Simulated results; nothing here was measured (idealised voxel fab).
process module | voxel released beams
cross-section cut | 225 nm wide | cells 5 nm
A cross-section is a grid of square cells, given in bands from the top down. A band is one or more rows of cells.
Each band's line starts with the height of the band's top and of its bottom, in nm. Then come its materials from left to right, each with its width in nm. One material with "throughout" fills the band from edge to edge. "air" is empty space.
Height 0 is the level under which the wafer as received is all one material. The lowest band goes on downwards, as in "0 down".
A width such as "30 to 40" changes by the same amount from each row of cells to the next, from the band's top row to its bottom row.
"no change" after a step means that no cell of the cross-section changed.
closed voids: empty space of 8 cells or more with no open way to the top, each as width x height at its distance from the left edge, in nm
after a step's settings: what the simulator itself notes on the step
overlay nm, on a step with a mask: how far to the right of its planned place the mask lay; to the left if negative
plan
1 op RECEIVE | material Si
2 op CONFORMAL_DEP | material Al2O3 | thk nm 5
3 op DIRECTIONAL_DEP | material SiO2 | thk nm 15
4 op MASKED_ETCH | tone open | mask id ANCHOR | width nm 35 | etch materials SiO2 | depth nm 15 | overlay nm 0
5 op CONFORMAL_DEP | material SiN | thk nm 10
6 op MASKED_ETCH | tone cover | mask id BEAM | width nm 100 | etch materials SiN | depth nm 10 | overlay nm 0
7 op STRIP | etch materials SiO2
as received, after step 1
  0 down: Si throughout
  closed voids: none
a wafer at the end: this start, this plan, one mistake
  30 to 20: air 60 | SiN 100 | air 65
  20 to 15: Al2O3 throughout
  15 to 0: SiO2 throughout
  0 down: Si throughout
  closed voids: none
what went wrong: steps 2 and 3 were swapped
